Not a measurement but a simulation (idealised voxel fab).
A process module follows: voxel tone inversion.
This is section cut - it's 260 nm across, gridded in 5 nm square cells.
The cross-sections in this document take the form of a grid made of square cells. They are written out as bands, in order from top to bottom. Each band consists of one or more rows of cells.
Read a band's entry like this: the first values are the height of its top and the height of its bottom in nm, and what follows is the sequence of materials from left to right, each with its width in nm. Note that "empty" is empty space, and that a single material marked "full width" reaches across the band from edge to edge.
Heads up on the height convention: 0 is the point under which the incoming wafer is all one material, and the lowest band has no bottom, it just keeps going down, like "0..down".
When a width is written as two numbers, as in "30 to 40", the first number is the width in the top row of cells of the band and the second is the width in its bottom row, and the width changes by the same amount from each row to the next.
"no alteration", as given for a step, is the statement that not any cell of the cross-section underwent a change during that step.
The entry "Closed empty spaces" lists the empty spaces that cover at least 8 cells and have no open path to the top. Each is written as width x height at distance, where the distance is measured from the left edge and all three values are in nm.
Where a step's line continues beyond its settings, the continuation is a remark by the simulator itself on that step.
The optional step-line setting "overlay nm" applies to steps with a mask and quantifies how far to the right of its planned location the mask lay, a negative value indicating leftward placement.
Process steps foreseen in the plan
1 RECEIVE, material Si
2 CONFORMAL_DEP, material SiCN, thk nm 5
3 DIRECTIONAL_DEP, material aC, thk nm 25
4 PATTERN, tone cover, mask id POSTS, material resist, width nm 15, pitch nm 45, thk nm 30, overlay nm 0
5 DIRECTIONAL_ETCH, etch materials aC, depth nm 25
6 STRIP, etch materials resist
7 FILL_DEP, material SiO2, thk nm 10
8 CMP, height nm 30
9 STRIP, etch materials aC
10 CONFORMAL_DEP, material TiN, thk nm 5
11 FILL_DEP, material Ru, thk nm 10
12 CMP, height nm 30
13 CONFORMAL_DEP, material SiCN, thk nm 5
Cross-section: wafer on arrival = after step 1
	0..down | Si full width
	Closed empty spaces: none
Here's the cross-section of the first of our two wafers at the end of the module - it ran as planned
	35..30 | SiCN full width
	30..10 | SiO2=75; TiN=5; Ru=5; TiN=5; SiO2=30; TiN=5; Ru=5; TiN=5; SiO2=30; TiN=5; Ru=5; TiN=5; SiO2=80
	10..5 | SiO2=75; TiN=15; SiO2=30; TiN=15; SiO2=30; TiN=15; SiO2=80
	5..0 | SiCN full width
	0..down | Si full width
	Closed empty spaces: none
End-of-module cross-section of the second wafer: identical starting point and process plan to the first, with one processing mistake
	35..30 | SiCN full width
	30..25 | SiO2 full width
	25..0 | SiO2=75; aC=15; SiO2=30; aC=15; SiO2=30; aC=15; SiO2=80
	0..down | Si full width
	Closed empty spaces: none
Misprocessing identified: not run: step 2 of the plan (skipped)
End of process, cell counts, second wafer against first, materials with more or fewer: -12 Ru | -52 SiCN | +52 SiO2 | -33 TiN | +45 aC
